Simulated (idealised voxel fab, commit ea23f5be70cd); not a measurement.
Presented below is a process module, voxel gate over fins.
Cross-section cut: width 140 nm, square cells of 5 nm.
Cross-section = grid of square cells, listed top down in bands; band = one or more rows. Per band: top height and bottom height in nm, followed by the left-to-right materials and their widths in nm; "everywhere" marks a single material spanning edge to edge, "blank" marks empty space. The level at which height equals 0 is the one under which the wafer, as it arrives, is entirely one material. No lower edge exists for the bottom band, which continues downward and is notated as in "0..down". A width given as "30->40" starts at the first number in the band's top row and ends at the second number in its bottom row, shifting by an equal amount at every step from row to row. "nothing different" (step): cross-section cells unchanged, all of them. Enclosed voids (no open way to top), threshold 8 cells or more, entry "Enclosed void listing", notation width x height at distance, distance from left edge, nm. Heads up: the bit after the settings on a step's line is the simulator's remark on that step. "overlay nm", when on a step's line for a step with a mask, measures how far to the right of its planned place the mask lay; a negative measure means to the left.

**Steps in the process plan**
1. RECEIVE, material Si
2. CONFORMAL_DEP, material SiN, thk nm 5
3. PATTERN, tone cover, mask id FINS, material resist, width nm 15, pitch nm 45, thk nm 15, overlay nm 0
4. DIRECTIONAL_ETCH, etch materials SiN, depth nm 5
5. DIRECTIONAL_ETCH, etch materials Si, depth nm 30
6. STRIP, etch materials resist
7. OXIDIZE, depth nm 5
8. FILL_DEP, material SiO2, thk nm 15
9. CMP, height nm 5
10. SELECTIVE_ETCH, etch materials SiO2, depth nm 20
11. STRIP, etch materials SiN
12. CONFORMAL_DEP, material HfO2, thk nm 5
13. CONFORMAL_DEP, material TiN, thk nm 5
14. CONFORMAL_DEP, material TiAl, thk nm 5
15. CONFORMAL_DEP, material TiN, thk nm 5
16. FILL_DEP, material W, thk nm 15
17. CMP, height nm 30
18. CONFORMAL_DEP, material SiN, thk nm 5

**As-received state of the wafer in cross-section, equivalent to post-step 1**
* 0..down | Si everywhere
* Enclosed void listing: none

**Result of the module, cross-sectioned: start per above, plan per above, one error in how it was run**
* 35..30 | SiN everywhere
* 30..20 | W everywhere
* 20..15 | W=25, TiN=95, W=20
* 15..10 | W=25, TiN=5, TiAl=40, TiN=5, TiAl=40, TiN=5, W=20
* 10..5 | W=25, TiN=5, TiAl=5, TiN=30, TiAl=5, TiN=5, TiAl=5, TiN=30, TiAl=5, TiN=5, W=20
* 5..0 | TiN=30, TiAl=5, TiN=5, HfO2=20, TiN=5, TiAl=5, TiN=5, TiAl=5, TiN=5, HfO2=20, TiN=5, TiAl=5, TiN=25
* 0..-5 | TiAl=35, TiN=5, HfO2=5, Si=10, HfO2=5, TiN=5, TiAl=15, TiN=5, HfO2=5, Si=10, HfO2=5, TiN=5, TiAl=30
* -5..-10 | TiN=40, HfO2=5, Si=10, HfO2=5, TiN=25, HfO2=5, Si=10, HfO2=5, TiN=35
* -10..-15 | HfO2=45, Si=10, HfO2=35, Si=10, HfO2=40
* -15..-35 | SiO2=45, Si=10, SiO2=35, Si=10, SiO2=40
* -35..down | Si everywhere
* Enclosed void listing: none
Diagnosis: step 3 went in with a setting other than planned; the actual run was PATTERN, tone cover, mask id FINS, material resist, width nm 20, pitch nm 45, thk nm 15, overlay nm 0
